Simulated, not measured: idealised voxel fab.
process module | voxel local oxidation
cross-section cut | 225 nm wide | cells 5 nm
A cross-section is a grid of square cells, given in bands from the top down. A band is one or more rows of cells.
Each band's line starts with the height of the band's top and of its bottom, in nm. Then come its materials from left to right, each with its width in nm. One material with "throughout" fills the band from edge to edge. "air" is empty space.
Height 0 is the level under which the wafer as received is all one material. The lowest band goes on downwards, as in "0 down".
A width such as "30 to 40" changes by the same amount from each row of cells to the next, from the band's top row to its bottom row.
"no change" after a step means that no cell of the cross-section changed.
closed voids: empty space of 8 cells or more with no open way to the top, each as width x height at its distance from the left edge, in nm
after a step's settings: what the simulator itself notes on the step
overlay nm, on a step with a mask: how far to the right of its planned place the mask lay; to the left if negative
plan
1 op RECEIVE | material Si
2 op OXIDIZE | depth nm 5
3 op CONFORMAL_DEP | material SiN | thk nm 15
4 op MASKED_ETCH | tone cover | mask id ACTIVE | width nm 95 | etch materials SiN | depth nm 15 | overlay nm 0
5 op SELECTIVE_ETCH | etch materials SiO2 | depth nm 5
6 op OXIDIZE | depth nm 15
7 op STRIP | etch materials SiN
as received, after step 1
  0 down: Si throughout
  closed voids: none
a wafer at the end: this start, this plan, one mistake
  0 to -5: air 60 | SiO2 85 | air 80
  -5 to -20: SiO2 75 | Si 55 | SiO2 95
  -20 down: Si throughout
  closed voids: none
what went wrong: step 4 ran as: op MASKED_ETCH | tone cover | mask id ACTIVE | width nm 95 | etch materials SiN | depth nm 15 | overlay nm -10
